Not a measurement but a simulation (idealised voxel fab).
Process module heading - voxel self aligned contacts
Each square cell in cross-section cut measures 5 nm, and the section as a whole is 170 nm wide.
If you're reading a cross-section in this doc, picture square cells in a grid; it comes to you as bands, top ones listed first down to the bottom, and a band can be one or more rows of cells. In this notation a band is specified by the heights of its top and bottom, in that order and in nm, after which its materials appear from left to right, each paired with its width in nm. The word "all across" attached to a single material means that material fills the band from edge to edge; the word "empty" stands for empty space. Basically, 0 is our baseline, since under it the wafer straight out of the box is all one material. The bottom band has no lower end and keeps on going down, so it looks like "top 0, no bottom". Per-row width for "30->40": begins at first number (top row of band), ends at second number (bottom row), increment between rows held constant. Given "remained unchanged" for a step, no cell of the cross-section differs between before and after that step. "Enclosed internal voids" - sealed voids, min. 8 cells, no opening to top; format: width x height at distance (distance from left edge; nm throughout). Step line, after settings: the simulator's comment on this step. The line of a step may include "overlay nm". On a step with a mask, this value is how far to the right of its planned place the mask lay. A negative value means the mask lay to the left.
# These are the steps we planned for the process
1,RECEIVE [material Si]
2,CONFORMAL_DEP [material SiO2] [thk nm 5]
3,DIRECTIONAL_DEP [material polySi] [thk nm 30]
4,DIRECTIONAL_DEP [material SiN] [thk nm 20]
5,DIRECTIONAL_DEP [material aC] [thk nm 10]
6,PATTERN [tone cover] [mask id GATE] [material resist] [width nm 30] [pitch nm 60] [thk nm 25] [overlay nm 0]
7,DIRECTIONAL_ETCH [etch materials aC] [depth nm 10]
8,STRIP [etch materials resist]
9,DIRECTIONAL_ETCH [etch materials SiN] [depth nm 20]
10,DIRECTIONAL_ETCH [etch materials polySi] [depth nm 30]
11,STRIP [etch materials aC]
12,CONFORMAL_DEP [material SiN] [thk nm 5]
13,DIRECTIONAL_ETCH [etch materials SiN] [depth nm 5]
14,FILL_DEP [material SiO2] [thk nm 10]
15,CMP [height nm 60]
16,PATTERN [tone open] [mask id CONTACT] [material resist] [width nm 40] [thk nm 15] [overlay nm 0]
17,DIRECTIONAL_ETCH [etch materials SiO2] [depth nm 60]
18,STRIP [etch materials resist]
19,CONFORMAL_DEP [material TiN] [thk nm 5]
20,FILL_DEP [material W] [thk nm 5]
21,CMP [height nm 60]
22,CONFORMAL_DEP [material SiN] [thk nm 5]
# This is the cross-section of the wafer as we received it, i.e. after step 1
	top 0, no bottom: Si all across
	Enclosed internal voids: none
# Cross-sectional image of the first of two wafers at the end of the module, the run having proceeded as planned
	top 65, bottom 60: SiN all across
	top 60, bottom 55: 65 SiO2, then 15 TiN, then 10 W, then 15 TiN, then 65 SiO2
	top 55, bottom 35: 35 SiO2, then 40 SiN, then 5 TiN, then 10 W, then 5 TiN, then 40 SiN, then 35 SiO2
	top 35, bottom 5: 35 SiO2, then 5 SiN, then 30 polySi, then 5 SiN, then 5 TiN, then 10 W, then 5 TiN, then 5 SiN, then 30 polySi, then 5 SiN, then 35 SiO2
	top 5, bottom 0: 75 SiO2, then 20 TiN, then 75 SiO2
	top 0, no bottom: Si all across
	Enclosed internal voids: none
# second wafer at the end: like start, like plan, one mistake
	top 65, bottom 60: SiN all across
	top 60, bottom 55: 30 W, then 35 TiN, then 40 SiO2, then 35 TiN, then 30 W
	top 55, bottom 35: 30 W, then 5 TiN, then 40 SiN, then 20 SiO2, then 40 SiN, then 5 TiN, then 30 W
	top 35, bottom 5: 30 W, then 5 TiN, then 5 SiN, then 30 polySi, then 5 SiN, then 20 SiO2, then 5 SiN, then 30 polySi, then 5 SiN, then 5 TiN, then 30 W
	top 5, bottom 0: 35 TiN, then 100 SiO2, then 35 TiN
	top 0, no bottom: Si all across
	Enclosed internal voids: none
what went wrong: contrary to plan, step 16 was performed as PATTERN [tone cover] [mask id CONTACT] [material resist] [width nm 40] [thk nm 15] [overlay nm 0]
Final cells, second wafer relative to first, materials higher or lower: SiO2 -128; TiN +18; W +110
